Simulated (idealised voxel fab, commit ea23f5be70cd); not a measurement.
Process module in this document: voxel self aligned contacts
Section shown: cut. Width: 235 nm. Cell size: 5 nm, square.
A cross-section is a grid of square cells, given in bands from the top down. A band is one or more rows of cells.
What a band's entry tells you: where the top is and where the bottom is, as heights in nm, and after that what lies inside, material by material from left to right, each with its width in nm. Empty space is written as the word "air", and a single material marked with the word "full width" occupies the band from edge to edge.
Heights from 0 (as-received wafer is one material below). Bottom band endless downward, as "0..down".
Graded width ("30 to 40"): value in top row of band = first number; value in bottom row = second number; row-to-row change constant.
Basically "no change" means that step didn't change any cell in the cross-section.
"Trapped voids" enumerates empty spaces isolated from the top, with no open way to it, that contain at least 8 cells, giving each as width x height at distance from the left edge, all three in nm.
after a step's settings: what the simulator itself notes on the step
You can add "overlay nm" to a step's line. For a step with a mask, it describes how far the mask lay to the right of its planned position, and a negative number describes a lay to the left.
# Listed below are the process steps as planned
1 RECEIVE, material Si
2 OXIDIZE, depth nm 5
3 DIRECTIONAL_DEP, material polySi, thk nm 25
4 DIRECTIONAL_DEP, material SiN, thk nm 15
5 PATTERN, tone cover, mask id GATE, material resist, width nm 30, pitch nm 65, thk nm 15, overlay nm 0
6 DIRECTIONAL_ETCH, etch materials SiN, depth nm 15
7 DIRECTIONAL_ETCH, etch materials polySi, depth nm 25
8 STRIP, etch materials resist
9 CONFORMAL_DEP, material SiN, thk nm 5
10 DIRECTIONAL_ETCH, etch materials SiN, depth nm 5
11 FILL_DEP, material SiO2, thk nm 15
12 CMP, height nm 45
13 DIRECTIONAL_DEP, material aC, thk nm 15
14 PATTERN, tone open, mask id CONTACT, material resist, width nm 45, pitch nm 65, thk nm 30, overlay nm 0
15 DIRECTIONAL_ETCH, etch materials aC, depth nm 15
16 STRIP, etch materials resist
17 DIRECTIONAL_ETCH, etch materials SiO2, depth nm 50
18 STRIP, etch materials aC
19 CONFORMAL_DEP, material TiN, thk nm 5
20 FILL_DEP, material Ru, thk nm 10
21 CMP, height nm 45
22 CONFORMAL_DEP, material SiCN, thk nm 5
# Cross-section of the wafer at receipt, which is the condition after step 1
* 0..down | Si full width
* Trapped voids: none
# Sectioned view, first of two wafers, at the close of the module, processed as intended in the plan
* 50..45 | SiCN full width
* 45..40 | 60 nm SiO2 / 15 nm TiN / 15 nm Ru / 15 nm TiN / 20 nm SiO2 / 15 nm TiN / 15 nm Ru / 15 nm TiN / 65 nm SiO2
* 40..25 | 30 nm SiO2 / 40 nm SiN / 5 nm TiN / 15 nm Ru / 5 nm TiN / 40 nm SiN / 5 nm TiN / 15 nm Ru / 5 nm TiN / 40 nm SiN / 35 nm SiO2
* 25..0 | 30 nm SiO2 / 5 nm SiN / 30 nm polySi / 5 nm SiN / 5 nm TiN / 15 nm Ru / 5 nm TiN / 5 nm SiN / 30 nm polySi / 5 nm SiN / 5 nm TiN / 15 nm Ru / 5 nm TiN / 5 nm SiN / 30 nm polySi / 5 nm SiN / 35 nm SiO2
* 0..-5 | 70 nm SiO2 / 25 nm TiN / 40 nm SiO2 / 25 nm TiN / 75 nm SiO2
* -5..down | Si full width
* Trapped voids: none
# Here is the second of the two wafers cut open at the end of the module - same start, same plan as the first one, but we made one mistake running it
* 50..45 | SiCN full width
* 45..30 | 30 nm SiO2 / 5 nm SiN / 30 nm polySi / 5 nm SiN / 5 nm TiN / 15 nm Ru / 5 nm TiN / 5 nm SiN / 30 nm polySi / 5 nm SiN / 5 nm TiN / 15 nm Ru / 5 nm TiN / 5 nm SiN / 30 nm polySi / 5 nm SiN / 35 nm SiO2
* 30..25 | 30 nm SiO2 / 5 nm SiN / 30 nm polySi / 5 nm SiN / 25 nm TiN / 5 nm SiN / 30 nm polySi / 5 nm SiN / 25 nm TiN / 5 nm SiN / 30 nm polySi / 5 nm SiN / 35 nm SiO2
* 25..0 | polySi full width
* 0..-5 | SiO2 full width
* -5..down | Si full width
* Trapped voids: none
what went wrong: step 3, plan: ran twice
Final difference in cells, second wafer against first, listed per material as more or fewer: Ru -36 | SiN -78 | SiO2 -71 | TiN -32 | polySi +217
